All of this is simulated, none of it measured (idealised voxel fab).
process module | voxel gate over fins
Displayed cross-section: cut, width of 205 nm, square cells sized 5 nm.
This document writes a cross-section as a grid whose cells are square, and gives it as bands, listed from the top down; one or more rows of cells form a band.
Heights first: top, then bottom, in nm. Then materials, left to right, each with a width in nm. "edge to edge" on a single material: fills the band edge to edge. "blank": empty space.
Heights are expressed relative to 0, this being the level below which the as-received wafer comprises one material exclusively. The lowest band is unbounded in the downward direction and is denoted as in "0 and below".
The notation "30..40" denotes a width that varies across the rows of cells in the band, beginning at the first number in the top row, finishing at the second number in the bottom row, and changing by an identical amount from each row to the next.
"no modification" (step): cross-section cells unchanged, all of them.
"Closed void table" means: voids of 8 cells or more that are shut off from the top with no open way through. Written width x height at distance, distance from the left edge, in nm.
The remark found on a step's line after its settings is issued by the simulator itself and pertains to that step.
Among the settings permitted on a step's line is "overlay nm"; applied to a step with a mask, it specifies the extent to which the mask lay to the right of its planned position, whereas a negative figure signifies a position to the left.
PROCESS STEPS FORESEEN IN THE PLAN
1: RECEIVE (material Si)
2: CONFORMAL_DEP (material SiN; thk nm 10)
3: MASKED_ETCH (tone cover; mask id FINS; width nm 15; pitch nm 40; etch materials SiN; depth nm 10; overlay nm 0)
4: MASKED_ETCH (tone cover; mask id FINS; width nm 15; pitch nm 40; etch materials Si; depth nm 40; overlay nm 0)
5: FILL_DEP (material SiO2; thk nm 5)
6: CMP (height nm 10)
7: SELECTIVE_ETCH (etch materials SiO2; depth nm 20)
8: STRIP (etch materials SiN)
9: CONFORMAL_DEP (material HfO2; thk nm 5)
10: CONFORMAL_DEP (material TiN; thk nm 5)
11: CONFORMAL_DEP (material TiAl; thk nm 5)
12: CONFORMAL_DEP (material TiN; thk nm 5)
13: FILL_DEP (material W; thk nm 15)
14: CMP (height nm 30)
15: CONFORMAL_DEP (material SiN; thk nm 10)
WAFER CROSS-SECTION ON RECEIPT, I.E. AFTER STEP 1
0 and below  Si edge to edge
Closed void table: none
THE FIRST OF TWO WAFERS, CROSS-SECTIONED AT THE END OF THE MODULE, WITH THE RUN PROCEEDING AS PLANNED
40 down to 30  SiN edge to edge
30 down to 20  W edge to edge
20 down to 15  W (55), TiN (95), W (55)
15 down to 10  W (55), TiN (5), TiAl (85), TiN (5), W (55)
10 down to 5  TiN (60), TiAl (5), TiN (35), TiAl (5), TiN (35), TiAl (5), TiN (60)
5 down to 0  TiAl (65), TiN (5), HfO2 (25), TiN (5), TiAl (5), TiN (5), HfO2 (25), TiN (5), TiAl (65)
0 down to -5  TiN (70), HfO2 (5), Si (15), HfO2 (5), TiN (15), HfO2 (5), Si (15), HfO2 (5), TiN (70)
-5 down to -10  HfO2 (75), Si (15), HfO2 (25), Si (15), HfO2 (75)
-10 down to -40  SiO2 (75), Si (15), SiO2 (25), Si (15), SiO2 (75)
-40 and below  Si edge to edge
Closed void table: none
CROSS-SECTION OF THE LATTER OF THE TWO WAFERS AT MODULE COMPLETION. IT HAD AN IDENTICAL START AND AN IDENTICAL PLAN TO THE FORMER; IN RUNNING IT, ONE MISTAKE WAS MADE
40 down to 30  SiN edge to edge
30 down to 20  W edge to edge
20 down to 15  W (55), TiN (95), W (55)
15 down to 10  W (55), TiN (5), TiAl (85), TiN (5), W (55)
10 down to 5  TiN (60), TiAl (5), HfO2 (35), TiAl (5), HfO2 (35), TiAl (5), TiN (60)
5 down to 0  TiAl (65), HfO2 (5), TiN (25), HfO2 (5), TiAl (5), HfO2 (5), TiN (25), HfO2 (5), TiAl (65)
0 down to -5  HfO2 (70), TiN (5), Si (15), TiN (5), HfO2 (15), TiN (5), Si (15), TiN (5), HfO2 (70)
-5 down to -10  TiN (75), Si (15), TiN (25), Si (15), TiN (75)
-10 down to -40  SiO2 (75), Si (15), SiO2 (25), Si (15), SiO2 (75)
-40 and below  Si edge to edge
Closed void table: none
Against the plan, the run slipped here: note: step 9 <-> step 10, run order reversed vs plan
Matching per-material cell counts, mismatched positions: that is how the second wafer compares with the first at the end.
